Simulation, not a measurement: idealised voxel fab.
You're looking at the process module voxel self aligned contacts.
Section shown: cut. Width: 285 nm. Cell size: 5 nm, square.
Just so we're on the same page, the cross-sections are grids of square cells, and they're listed out in bands top to bottom, each band one or more rows deep. Top height, bottom height, nm. Materials left to right, width each, nm. Single material + "throughout" = fills band edge to edge. "blank" = empty. All heights in this document are referenced to 0, defined as the level beneath which the wafer, as received, consists entirely of one material. The lowest band is not bounded below; it extends indefinitely downward and is written in the form "0 down". Note: "30 to 40" means the width goes from the first number (top row of the band) to the second number (bottom row) in equal steps per row of cells. No cell of the cross-section changed in a step that is given as "remained unchanged". For the entry "Voids, enclosed", the listed items are empty spaces with no open way to the top whose size is 8 cells or more; each item follows the pattern width x height at distance, where distance is from the left edge and all three are in nm. Past the settings on a step's line: simulator remark, on that step. Regarding "overlay nm": on a step with a mask, it is the distance the mask lay to the right of its planned place; a negative value places it to the left.
-- This section lists the process steps that were planned
1. RECEIVE, material Si
2. OXIDIZE, depth nm 5
3. DIRECTIONAL_DEP, material polySi, thk nm 20
4. DIRECTIONAL_DEP, material SiN, thk nm 20
5. PATTERN, tone cover, mask id GATE, material resist, width nm 30, pitch nm 65, thk nm 20, overlay nm 0
6. DIRECTIONAL_ETCH, etch materials SiN, depth nm 20
7. DIRECTIONAL_ETCH, etch materials polySi, depth nm 20
8. STRIP, etch materials resist
9. CONFORMAL_DEP, material SiN, thk nm 10
10. DIRECTIONAL_ETCH, etch materials SiN, depth nm 10
11. FILL_DEP, material SiO2, thk nm 15
12. CMP, height nm 50
13. MASKED_ETCH, tone open, mask id CONTACT, width nm 45, etch materials SiO2, depth nm 55, overlay nm 0
14. CONFORMAL_DEP, material TiN, thk nm 5
15. FILL_DEP, material W, thk nm 10
16. CMP, height nm 50
17. CONFORMAL_DEP, material SiN, thk nm 5
-- The first of a set of two wafers, run to plan
-- as received, after step 1
* 0 down = Si throughout
* Voids, enclosed: none
-- Upon completion of step 2, the wafer appears in cross-section as shown
* 0 to -5 = SiO2 throughout
* Unchanged below -5.
-- Upon completion of step 3, the wafer appears in cross-section as shown
* 20 to 0 = polySi throughout
* Unchanged below 0.
-- Upon completion of step 4, the wafer appears in cross-section as shown
* 40 to 20 = SiN throughout
* Unchanged below 20.
-- Upon completion of step 5, the wafer appears in cross-section as shown
* 60 to 40 = blank (95) / resist (30) / blank (35) / resist (30) / blank (95)
* Unchanged below 40.
-- Upon completion of step 6, the wafer appears in cross-section as shown
* 60 to 40 = blank (95) / resist (30) / blank (35) / resist (30) / blank (95)
* 40 to 20 = blank (95) / SiN (30) / blank (35) / SiN (30) / blank (95)
* Unchanged below 20.
-- Upon completion of step 7, the wafer appears in cross-section as shown
* 60 to 40 = blank (95) / resist (30) / blank (35) / resist (30) / blank (95)
* 40 to 20 = blank (95) / SiN (30) / blank (35) / SiN (30) / blank (95)
* 20 to 0 = blank (95) / polySi (30) / blank (35) / polySi (30) / blank (95)
* Unchanged below 0.
-- Upon completion of step 8, the wafer appears in cross-section as shown
* 40 to 20 = blank (95) / SiN (30) / blank (35) / SiN (30) / blank (95)
* Unchanged below 20.
-- Upon completion of step 9, the wafer appears in cross-section as shown
* 50 to 20 = blank (85) / SiN (50) / blank (15) / SiN (50) / blank (85)
* 20 to 10 = blank (85) / SiN (10) / polySi (30) / SiN (10) / blank (15) / SiN (10) / polySi (30) / SiN (10) / blank (85)
* 10 to 0 = SiN (95) / polySi (30) / SiN (35) / polySi (30) / SiN (95)
* Unchanged below 0.
-- Upon completion of step 10, the wafer appears in cross-section as shown
* 40 to 20 = blank (85) / SiN (50) / blank (15) / SiN (50) / blank (85)
* 20 to 0 = blank (85) / SiN (10) / polySi (30) / SiN (10) / blank (15) / SiN (10) / polySi (30) / SiN (10) / blank (85)
* Unchanged below 0.
-- Upon completion of step 11, the wafer appears in cross-section as shown
* 55 to 40 = SiO2 throughout
* 40 to 20 = SiO2 (85) / SiN (50) / SiO2 (15) / SiN (50) / SiO2 (85)
* 20 to 0 = SiO2 (85) / SiN (10) / polySi (30) / SiN (10) / SiO2 (15) / SiN (10) / polySi (30) / SiN (10) / SiO2 (85)
* Unchanged below 0.
-- Upon completion of step 12, the wafer appears in cross-section as shown
* 50 to 40 = SiO2 throughout
* Unchanged below 40.
-- Upon completion of step 13, the wafer appears in cross-section as shown
* 50 to 40 = SiO2 (120) / blank (45) / SiO2 (120)
* 40 to 20 = SiO2 (85) / SiN (50) / blank (15) / SiN (50) / SiO2 (85)
* 20 to 0 = SiO2 (85) / SiN (10) / polySi (30) / SiN (10) / blank (15) / SiN (10) / polySi (30) / SiN (10) / SiO2 (85)
* 0 to -5 = SiO2 (135) / blank (15) / SiO2 (135)
* Unchanged below -5.
-- Upon completion of step 14, the wafer appears in cross-section as shown
* 55 to 50 = TiN (125) / blank (35) / TiN (125)
* 50 to 40 = SiO2 (120) / TiN (5 to 20) / blank (35 to 5) / TiN (5 to 20) / SiO2 (120)
* 40 to 20 = SiO2 (85) / SiN (50) / TiN (5) / blank (5) / TiN (5) / SiN (50) / SiO2 (85)
* 20 to 0 = SiO2 (85) / SiN (10) / polySi (30) / SiN (10) / TiN (5) / blank (5) / TiN (5) / SiN (10) / polySi (30) / SiN (10) / SiO2 (85)
* 0 to -5 = SiO2 (135) / TiN (15) / SiO2 (135)
* Unchanged below -5.
-- Upon completion of step 15, the wafer appears in cross-section as shown
* 65 to 55 = W throughout
* 55 to 50 = TiN (125) / W (35) / TiN (125)
* 50 to 40 = SiO2 (120) / TiN (5 to 20) / W (35 to 5) / TiN (5 to 20) / SiO2 (120)
* 40 to 20 = SiO2 (85) / SiN (50) / TiN (5) / W (5) / TiN (5) / SiN (50) / SiO2 (85)
* 20 to 0 = SiO2 (85) / SiN (10) / polySi (30) / SiN (10) / TiN (5) / W (5) / TiN (5) / SiN (10) / polySi (30) / SiN (10) / SiO2 (85)
* Unchanged below 0.
-- Upon completion of step 16, the wafer appears in cross-section as shown
* 50 to 40 = SiO2 (120) / TiN (5 to 20) / W (35 to 5) / TiN (5 to 20) / SiO2 (120)
* Unchanged below 40.
-- Upon completion of step 17, the wafer appears in cross-section as shown
* 55 to 50 = SiN throughout
* Unchanged below 50.
-- Okay, second wafer. Nothing different at the start, nothing different in the plan, just one mistake somewhere in the running. As far as step 4, counting that step, it's the first wafer all over again
-- Second wafer, cut view, end of step 5 per plan
* 60 to 40 = blank (90) / resist (40) / blank (25) / resist (40) / blank (90)
* Unchanged below 40.
-- Second wafer, cut view, end of step 6 per plan
* 60 to 40 = blank (90) / resist (40) / blank (25) / resist (40) / blank (90)
* 40 to 20 = blank (90) / SiN (40) / blank (25) / SiN (40) / blank (90)
* Unchanged below 20.
-- Second wafer, cut view, end of step 7 per plan
* 60 to 40 = blank (90) / resist (40) / blank (25) / resist (40) / blank (90)
* 40 to 20 = blank (90) / SiN (40) / blank (25) / SiN (40) / blank (90)
* 20 to 0 = blank (90) / polySi (40) / blank (25) / polySi (40) / blank (90)
* Unchanged below 0.
-- Second wafer, cut view, end of step 8 per plan
* 40 to 20 = blank (90) / SiN (40) / blank (25) / SiN (40) / blank (90)
* Unchanged below 20.
-- Second wafer, cut view, end of step 9 per plan
* 50 to 20 = blank (80) / SiN (60) / blank (5) / SiN (60) / blank (80)
* 20 to 10 = blank (80) / SiN (10) / polySi (40) / SiN (10) / blank (5) / SiN (10) / polySi (40) / SiN (10) / blank (80)
* 10 to 0 = SiN (90) / polySi (40) / SiN (25) / polySi (40) / SiN (90)
* Unchanged below 0.
-- Second wafer, cut view, end of step 10 per plan
* 40 to 20 = blank (80) / SiN (60) / blank (5) / SiN (60) / blank (80)
* 20 to 0 = blank (80) / SiN (10) / polySi (40) / SiN (10) / blank (5) / SiN (10) / polySi (40) / SiN (10) / blank (80)
* Unchanged below 0.
-- Second wafer, cut view, end of step 11 per plan
* 55 to 40 = SiO2 throughout
* 40 to 20 = SiO2 (80) / SiN (60) / SiO2 (5) / SiN (60) / SiO2 (80)
* 20 to 0 = SiO2 (80) / SiN (10) / polySi (40) / SiN (10) / SiO2 (5) / SiN (10) / polySi (40) / SiN (10) / SiO2 (80)
* Unchanged below 0.
-- Second wafer, cut view, end of step 12 per plan
* 50 to 40 = SiO2 throughout
* Unchanged below 40.
-- Second wafer, cut view, end of step 13 per plan
* 50 to 40 = SiO2 (120) / blank (45) / SiO2 (120)
* 40 to 20 = SiO2 (80) / SiN (60) / blank (5) / SiN (60) / SiO2 (80)
* 20 to 0 = SiO2 (80) / SiN (10) / polySi (40) / SiN (10) / blank (5) / SiN (10) / polySi (40) / SiN (10) / SiO2 (80)
* 0 to -5 = SiO2 (140) / blank (5) / SiO2 (140)
* Unchanged below -5.
-- Second wafer, cut view, end of step 14 per plan
* 55 to 50 = TiN (125) / blank (35) / TiN (125)
* 50 to 45 = SiO2 (120) / TiN (5) / blank (35) / TiN (5) / SiO2 (120)
* 45 to 40 = SiO2 (120) / TiN (45) / SiO2 (120)
* 40 to 20 = SiO2 (80) / SiN (60) / TiN (5) / SiN (60) / SiO2 (80)
* 20 to 0 = SiO2 (80) / SiN (10) / polySi (40) / SiN (10) / TiN (5) / SiN (10) / polySi (40) / SiN (10) / SiO2 (80)
* 0 to -5 = SiO2 (140) / TiN (5) / SiO2 (140)
* Unchanged below -5.
-- Second wafer, cut view, end of step 15 per plan
* 65 to 55 = W throughout
* 55 to 50 = TiN (125) / W (35) / TiN (125)
* 50 to 45 = SiO2 (120) / TiN (5) / W (35) / TiN (5) / SiO2 (120)
* Unchanged below 45.
-- Second wafer, cut view, end of step 16 per plan
* 50 to 45 = SiO2 (120) / TiN (5) / W (35) / TiN (5) / SiO2 (120)
* Unchanged below 45.
-- Second wafer, cut view, end of step 17 per plan
* 55 to 50 = SiN throughout
* Unchanged below 50.
Want to know what went wrong? step 5 did not happen as planned, as run it was PATTERN, tone cover, mask id GATE, material resist, width nm 40, pitch nm 65, thk nm 20, overlay nm 0
Heads up, by the end the second wafer has more or fewer cells of some materials compared to the first: SiN: 16 more; SiO2: 14 fewer; TiN: 9 fewer; W: 9 fewer; polySi: 16 more
